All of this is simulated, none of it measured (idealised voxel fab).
Process module, titled voxel wiring stack
175 nm wide, 5 nm square cells: that's cross-section cut.
When this document writes out a cross-section, it uses a grid of square cells and lists it as bands, beginning at the top and moving down, with a band standing for one or more rows of cells. Band: top height; bottom height; in nm. Then, left to right: material with width in nm, for each material. "full width": a single material spanning edge to edge. "blank": empty space. Beneath 0, the wafer as received is one material, and that level is where height counting begins. The lowest band goes on downward without a bottom; it is written like "0..down". Top row gets the first number, bottom row gets the second, and each row in between changes by the same step: that is how a band width like "30 to 40" works. Step note "nothing got changed" = no cross-section cell changed. Enclosed voids (no open way to top), threshold 8 cells or more, entry "Fully enclosed voids", notation width x height at distance, distance from left edge, nm. Text after the settings on a step's line: the simulator's own remark on that step. Each step line may optionally specify "overlay nm", which for a step with a mask gives the rightward distance between the mask's planned place and where it lay, a negative value indicating the leftward direction.
THE FOLLOWING LIST GIVES THE PLANNED PROCESS STEPS
- 1: RECEIVE with material Si
- 2: CONFORMAL_DEP with material SiO2, thk nm 15
- 3: DIRECTIONAL_DEP with material TiN, thk nm 5
- 4: DIRECTIONAL_DEP with material Ru, thk nm 15
- 5: MASKED_ETCH with tone cover, mask id METAL_1, width nm 20, pitch nm 40, etch materials Ru, depth nm 15, overlay nm 0
- 6: MASKED_ETCH with tone cover, mask id METAL_1, width nm 15, pitch nm 40, etch materials TiN, depth nm 5, overlay nm 0
- 7: CONFORMAL_DEP with material SiN, thk nm 5
- 8: FILL_DEP with material SiO2, thk nm 10
- 9: CMP with height nm 35
- 10: CONFORMAL_DEP with material SiCN, thk nm 5
- 11: DIRECTIONAL_DEP with material SiO2, thk nm 20
- 12: DIRECTIONAL_DEP with material aC, thk nm 10
- 13: PATTERN with tone open, mask id PLUG_1, material resist, width nm 15, pitch nm 80, thk nm 30, overlay nm 0
- 14: DIRECTIONAL_ETCH with etch materials aC, depth nm 10
- 15: STRIP with etch materials resist
- 16: DIRECTIONAL_ETCH with etch materials SiO2, depth nm 20
- 17: DIRECTIONAL_ETCH with etch materials SiCN, depth nm 5
- 18: STRIP with etch materials aC
- 19: CONFORMAL_DEP with material TiN, thk nm 5
- 20: FILL_DEP with material Ru, thk nm 5
- 21: CMP with height nm 60
- 22: CONFORMAL_DEP with material SiCN, thk nm 5
- 23: DIRECTIONAL_DEP with material SiO2, thk nm 15
- 24: MASKED_ETCH with tone open, mask id METAL_2, width nm 20, pitch nm 40, etch materials SiO2, depth nm 15, overlay nm 0
- 25: MASKED_ETCH with tone open, mask id METAL_2, width nm 20, pitch nm 40, etch materials SiCN, depth nm 5, overlay nm 0
- 26: CONFORMAL_DEP with material TiN, thk nm 5
- 27: FILL_DEP with material Ru, thk nm 5
- 28: CMP with height nm 80
- 29: CONFORMAL_DEP with material SiCN, thk nm 5
The value of width nm given for step 6 in the plan refers to the first wafer; the wafers vary in this setting and are alike at the start.
FIRST WAFER OF SEVERAL, AS RECEIVED: CROSS-SECTION AFTER STEP 1
> 0..down = Si full width
> Fully enclosed voids: none
END OF THE MODULE, PAST ITS LAST STEP, STEP 29: HOW THE FIRST OF SEVERAL WAFERS LOOKS IN CROSS-SECTION
> 85..80 = SiCN full width
> 80..65 = SiO2=35  TiN=5  Ru=10  TiN=5  SiO2=20  TiN=5  Ru=10  TiN=5  SiO2=20  TiN=5  Ru=10  TiN=5  SiO2=40
> 65..60 = SiCN=35  TiN=20  SiCN=20  TiN=20  SiCN=20  TiN=20  SiCN=40
> 60..40 = SiO2=35  TiN=5  Ru=5  TiN=5  SiO2=65  TiN=5  Ru=5  TiN=5  SiO2=45
> 40..35 = SiCN=35  TiN=15  SiCN=65  TiN=15  SiCN=45
> 35..20 = SiO2=30  SiN=5  Ru=20  SiN=5  SiO2=10  SiN=5  Ru=20  SiN=5  SiO2=10  SiN=5  Ru=20  SiN=5  SiO2=35
> 20..15 = SiN=35  TiN=20  SiN=20  TiN=20  SiN=20  TiN=20  SiN=40
> 15..0 = SiO2 full width
> 0..down = Si full width
> Fully enclosed voids: none
OF THE SEVERAL WAFERS, THE LAST: CROSS-SECTION AT THE END OF THE MODULE
> 85..80 = SiCN full width
> 80..65 = SiO2=35  TiN=5  Ru=10  TiN=5  SiO2=20  TiN=5  Ru=10  TiN=5  SiO2=20  TiN=5  Ru=10  TiN=5  SiO2=40
> 65..60 = SiCN=35  TiN=20  SiCN=20  TiN=20  SiCN=20  TiN=20  SiCN=40
> 60..40 = SiO2=35  TiN=5  Ru=5  TiN=5  SiO2=65  TiN=5  Ru=5  TiN=5  SiO2=45
> 40..35 = SiCN=35  TiN=15  SiCN=65  TiN=15  SiCN=45
> 35..25 = SiO2=30  SiN=5  Ru=20  SiN=5  SiO2=10  SiN=5  Ru=20  SiN=5  SiO2=10  SiN=5  Ru=20  SiN=5  SiO2=35
> 25..20 = SiO2=30  SiN=5  Ru=20  SiN=10  SiO2=5  SiN=5  Ru=20  SiN=10  SiO2=5  SiN=5  Ru=20  SiN=10  SiO2=30
> 20..15 = SiN=35  TiN=25  SiN=15  TiN=25  SiN=15  TiN=25  SiN=35
> 15..0 = SiO2 full width
> 0..down = Si full width
> Fully enclosed voids: none
THE ROWS OF THE TABLE BELOW ARE WAFERS. LOOKING AT THE END OF THE MODULE, A ROW COUNTS, FOR EVERY MATERIAL, THE CELLS THE WAFER HAS GAINED, SHOWN AS (+), OR LOST, SHOWN AS (-), SINCE IT WAS RECEIVED; ITS CLOSED VOIDS COME NEXT
width nm 15; +62 Ru; +87 SiCN; +41 SiN; +341 SiO2; +64 TiN; Fully enclosed voids: none
width nm 20; +62 Ru; +87 SiCN; +41 SiN; +341 SiO2; +64 TiN; Fully enclosed voids: none
width nm 25; +62 Ru; +87 SiCN; +41 SiN; +338 SiO2; +67 TiN; Fully enclosed voids: none
